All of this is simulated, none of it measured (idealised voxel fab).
A process module follows: voxel fin reveal.
We display cut, a cross-section 290 nm in width whose square cells are each 5 nm.
Bands, listed from the top down, are how a cross-section gets written in this document; the cross-section itself is a grid of square cells, and a band is one or more rows of them.
Heads up on the band format: heights come first, top then bottom, in nm. After that it's the materials left to right, each with its width in nm. A single material flagged "full width" fills the whole band edge to edge, and "empty" means there's empty space there.
Note: height 0 marks the level under which the wafer is uniformly one material as received. Lowest band unbounded below, written "0 -> down".
Width "30 to 40": first value at the band's top row of cells, second value at its bottom row, equal change from row to row.
It should be understood that the words "no alterations made", when stated for a given step, signify that the cross-section underwent no change in any of its cells during that step.
So "Enclosed empty spaces" is basically the list of trapped voids: any empty space of 8 cells or more that can't reach the top through an opening. They're written width x height at distance, the distance being from the left edge, and it's all nm.
It should be noted that, on the line of a given step, the content following the step's settings is a remark produced by the simulator itself with respect to that step.
overlay nm: mask right of planned place by this much (step with mask). Neg. = left.

### Here's what the planned process steps look like
1) RECEIVE,material Si
2) CONFORMAL_DEP,material SiN,thk nm 10
3) PATTERN,tone cover,mask id FINS,material resist,width nm 15,pitch nm 40,thk nm 15,overlay nm 0
4) DIRECTIONAL_ETCH,etch materials SiN,depth nm 10
5) DIRECTIONAL_ETCH,etch materials Si,depth nm 35
6) STRIP,etch materials resist
7) OXIDIZE,depth nm 5
8) FILL_DEP,material SiO2,thk nm 5
9) CMP,height nm 10
10) SELECTIVE_ETCH,etch materials SiO2,depth nm 25
11) STRIP,etch materials SiN
12) CONFORMAL_DEP,material HfO2,thk nm 5

### The first of two wafers, run as planned

### Cross-section of the wafer at receipt, which is the condition after step 1
    0 -> down = Si full width
    Enclosed empty spaces: none

### Cross-section through the wafer, step 2 finished
    10 -> 0 = SiN full width
    Heights below 0 show no change.

### Cross-section through the wafer, step 3 finished
    25 -> 10 = 115 empty, then 15 resist, then 25 empty, then 15 resist, then 120 empty
    Heights below 10 show no change.

### Cross-section through the wafer, step 4 finished
    25 -> 10 = 115 empty, then 15 resist, then 25 empty, then 15 resist, then 120 empty
    10 -> 0 = 115 empty, then 15 SiN, then 25 empty, then 15 SiN, then 120 empty
    Heights below 0 show no change.

### Cross-section through the wafer, step 5 finished
    25 -> 10 = 115 empty, then 15 resist, then 25 empty, then 15 resist, then 120 empty
    10 -> 0 = 115 empty, then 15 SiN, then 25 empty, then 15 SiN, then 120 empty
    0 -> -35 = 115 empty, then 15 Si, then 25 empty, then 15 Si, then 120 empty
    Heights below -35 show no change.

### Cross-section through the wafer, step 6 finished
    10 -> 0 = 115 empty, then 15 SiN, then 25 empty, then 15 SiN, then 120 empty
    Heights below 0 show no change.

### Cross-section through the wafer, step 7 finished
    10 -> 0 = 115 empty, then 15 SiN, then 25 empty, then 15 SiN, then 120 empty
    0 -> -35 = 115 empty, then 5 SiO2, then 5 Si, then 5 SiO2, then 25 empty, then 5 SiO2, then 5 Si, then 5 SiO2, then 120 empty
    -35 -> -40 = 120 SiO2, then 5 Si, then 35 SiO2, then 5 Si, then 125 SiO2
    Heights below -40 show no change.

### Cross-section through the wafer, step 8 finished
    15 -> 10 = SiO2 full width
    10 -> 0 = 115 SiO2, then 15 SiN, then 25 SiO2, then 15 SiN, then 120 SiO2
    0 -> -40 = 120 SiO2, then 5 Si, then 35 SiO2, then 5 Si, then 125 SiO2
    Heights below -40 show no change.

### Cross-section through the wafer, step 9 finished
    10 -> 0 = 115 SiO2, then 15 SiN, then 25 SiO2, then 15 SiN, then 120 SiO2
    Heights below 0 show no change.

### Cross-section through the wafer, step 10 finished
    10 -> 0 = 115 empty, then 15 SiN, then 25 empty, then 15 SiN, then 120 empty
    0 -> -15 = 120 empty, then 5 Si, then 35 empty, then 5 Si, then 125 empty
    Heights below -15 show no change.

### Cross-section through the wafer, step 11 finished
    0 -> -15 = 120 empty, then 5 Si, then 35 empty, then 5 Si, then 125 empty
    Heights below -15 show no change.

### Cross-section through the wafer, step 12 finished
    5 -> 0 = 115 empty, then 15 HfO2, then 25 empty, then 15 HfO2, then 120 empty
    0 -> -10 = 115 empty, then 5 HfO2, then 5 Si, then 5 HfO2, then 25 empty, then 5 HfO2, then 5 Si, then 5 HfO2, then 120 empty
    -10 -> -15 = 120 HfO2, then 5 Si, then 35 HfO2, then 5 Si, then 125 HfO2
    Heights below -15 show no change.

### Wafer two of two - same starting point, same process plan, one mistake in execution; matches wafer one up to and including step 2

### when step 3 should have ended
    25 -> 10 = 125 empty, then 15 resist, then 25 empty, then 15 resist, then 110 empty
    Heights below 10 show no change.

### when step 4 should have ended
    25 -> 10 = 125 empty, then 15 resist, then 25 empty, then 15 resist, then 110 empty
    10 -> 0 = 125 empty, then 15 SiN, then 25 empty, then 15 SiN, then 110 empty
    Heights below 0 show no change.

### when step 5 should have ended
    25 -> 10 = 125 empty, then 15 resist, then 25 empty, then 15 resist, then 110 empty
    10 -> 0 = 125 empty, then 15 SiN, then 25 empty, then 15 SiN, then 110 empty
    0 -> -35 = 125 empty, then 15 Si, then 25 empty, then 15 Si, then 110 empty
    Heights below -35 show no change.

### when step 6 should have ended
    10 -> 0 = 125 empty, then 15 SiN, then 25 empty, then 15 SiN, then 110 empty
    Heights below 0 show no change.

### when step 7 should have ended
    10 -> 0 = 125 empty, then 15 SiN, then 25 empty, then 15 SiN, then 110 empty
    0 -> -35 = 125 empty, then 5 SiO2, then 5 Si, then 5 SiO2, then 25 empty, then 5 SiO2, then 5 Si, then 5 SiO2, then 110 empty
    -35 -> -40 = 130 SiO2, then 5 Si, then 35 SiO2, then 5 Si, then 115 SiO2
    Heights below -40 show no change.

### when step 8 should have ended
    15 -> 10 = SiO2 full width
    10 -> 0 = 125 SiO2, then 15 SiN, then 25 SiO2, then 15 SiN, then 110 SiO2
    0 -> -40 = 130 SiO2, then 5 Si, then 35 SiO2, then 5 Si, then 115 SiO2
    Heights below -40 show no change.

### when step 9 should have ended
    10 -> 0 = 125 SiO2, then 15 SiN, then 25 SiO2, then 15 SiN, then 110 SiO2
    Heights below 0 show no change.

### when step 10 should have ended
    10 -> 0 = 125 empty, then 15 SiN, then 25 empty, then 15 SiN, then 110 empty
    0 -> -15 = 130 empty, then 5 Si, then 35 empty, then 5 Si, then 115 empty
    Heights below -15 show no change.

### when step 11 should have ended
    0 -> -15 = 130 empty, then 5 Si, then 35 empty, then 5 Si, then 115 empty
    Heights below -15 show no change.

### when step 12 should have ended
    5 -> 0 = 125 empty, then 15 HfO2, then 25 empty, then 15 HfO2, then 110 empty
    0 -> -10 = 125 empty, then 5 HfO2, then 5 Si, then 5 HfO2, then 25 empty, then 5 HfO2, then 5 Si, then 5 HfO2, then 110 empty
    -10 -> -15 = 130 HfO2, then 5 Si, then 35 HfO2, then 5 Si, then 115 HfO2
    Heights below -15 show no change.
Where did the run depart from the plan? step 3 was not run as planned; what actually ran was PATTERN,tone cover,mask id FINS,material resist,width nm 15,pitch nm 40,thk nm 15,overlay nm 10
at the end the second wafer has, in cells: as many of each material as the first, in other places
